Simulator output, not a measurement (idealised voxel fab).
Title: Process Module voxel trench capacitor
For reference, the cross-section in this document is cut, with width 240 nm and square cells of 5 nm.
Cross-section layout: square cells on a grid; listed as bands, top to bottom; a band spans one or more cell rows. This entry defines a band. It first specifies the height of the band's top and the height of its bottom in nm, and then specifies the band's materials from left to right, stating each material with its width in nm. The word "everywhere" identifies a single material that fills the band from edge to edge, while the word "empty" identifies empty space. Counting heights begins at 0, where everything beneath is, in the wafer as received, one material. The lowest band has no bottom; it goes on downwards, as "0 and below" shows. Read "30..40" as a graded width: first number on top, second number at the bottom, same change between each pair of neighbouring rows. Given "remained unchanged" for a step, no cell of the cross-section differs between before and after that step. "Fully closed voids" means: voids of 8 cells or more that are shut off from the top with no open way through. Written width x height at distance, distance from the left edge, in nm. Whatever follows a step's settings on its line is a remark the simulator itself makes about that step. overlay nm: for a step with a mask, the amount by which the mask lay right of where it was planned; a negative amount means left of it.

**So here's the lineup of process steps we planned**
1. RECEIVE, material Si
2. CONFORMAL_DEP, material SiN, thk nm 10
3. MASKED_ETCH, tone open, mask id TRENCH, width nm 25, pitch nm 40, etch materials SiN, depth nm 10, overlay nm 0
4. MASKED_ETCH, tone open, mask id TRENCH, width nm 25, pitch nm 40, etch materials Si, depth nm 25, overlay nm 0
5. CONFORMAL_DEP, material Al2O3, thk nm 5
6. CONFORMAL_DEP, material TiN, thk nm 5
7. FILL_DEP, material W, thk nm 10
8. CMP, height nm 10

**As-received state of the wafer in cross-section, equivalent to post-step 1**
  0 and below = Si everywhere
  Fully closed voids: none

**First of two wafers, end-of-module section, run followed plan**
  10 down to 0 = 45 SiN; 5 Al2O3; 5 TiN; 5 W; 5 TiN; 5 Al2O3; 15 SiN; 5 Al2O3; 5 TiN; 5 W; 5 TiN; 5 Al2O3; 15 SiN; 5 Al2O3; 5 TiN; 5 W; 5 TiN; 5 Al2O3; 15 SiN; 5 Al2O3; 5 TiN; 5 W; 5 TiN; 5 Al2O3; 50 SiN
  0 down to -15 = 45 Si; 5 Al2O3; 5 TiN; 5 W; 5 TiN; 5 Al2O3; 15 Si; 5 Al2O3; 5 TiN; 5 W; 5 TiN; 5 Al2O3; 15 Si; 5 Al2O3; 5 TiN; 5 W; 5 TiN; 5 Al2O3; 15 Si; 5 Al2O3; 5 TiN; 5 W; 5 TiN; 5 Al2O3; 50 Si
  -15 down to -20 = 45 Si; 5 Al2O3; 15 TiN; 5 Al2O3; 15 Si; 5 Al2O3; 15 TiN; 5 Al2O3; 15 Si; 5 Al2O3; 15 TiN; 5 Al2O3; 15 Si; 5 Al2O3; 15 TiN; 5 Al2O3; 50 Si
  -20 down to -25 = 45 Si; 25 Al2O3; 15 Si; 25 Al2O3; 15 Si; 25 Al2O3; 15 Si; 25 Al2O3; 50 Si
  -25 and below = Si everywhere
  Fully closed voids: none

**Second wafer of the two, sectioned at the end of the module. It began like the first and followed the same plan, but one mistake was made while running it**
  10 down to 0 = 50 SiN; 5 Al2O3; 10 TiN; 5 Al2O3; 20 SiN; 5 Al2O3; 10 TiN; 5 Al2O3; 20 SiN; 5 Al2O3; 10 TiN; 5 Al2O3; 20 SiN; 5 Al2O3; 10 TiN; 5 Al2O3; 50 SiN
  0 down to -20 = 50 Si; 5 Al2O3; 10 TiN; 5 Al2O3; 20 Si; 5 Al2O3; 10 TiN; 5 Al2O3; 20 Si; 5 Al2O3; 10 TiN; 5 Al2O3; 20 Si; 5 Al2O3; 10 TiN; 5 Al2O3; 50 Si
  -20 down to -25 = 50 Si; 20 Al2O3; 20 Si; 20 Al2O3; 20 Si; 20 Al2O3; 20 Si; 20 Al2O3; 50 Si
  -25 and below = Si everywhere
  Fully closed voids: none
Error vs. plan: step 3 ran as: MASKED_ETCH, tone open, mask id TRENCH, width nm 20, pitch nm 40, etch materials SiN, depth nm 10, overlay nm 0
at the end the second wafer has, in cells: Al2O3 -4, Si +20, SiN +8, TiN -4, W -20
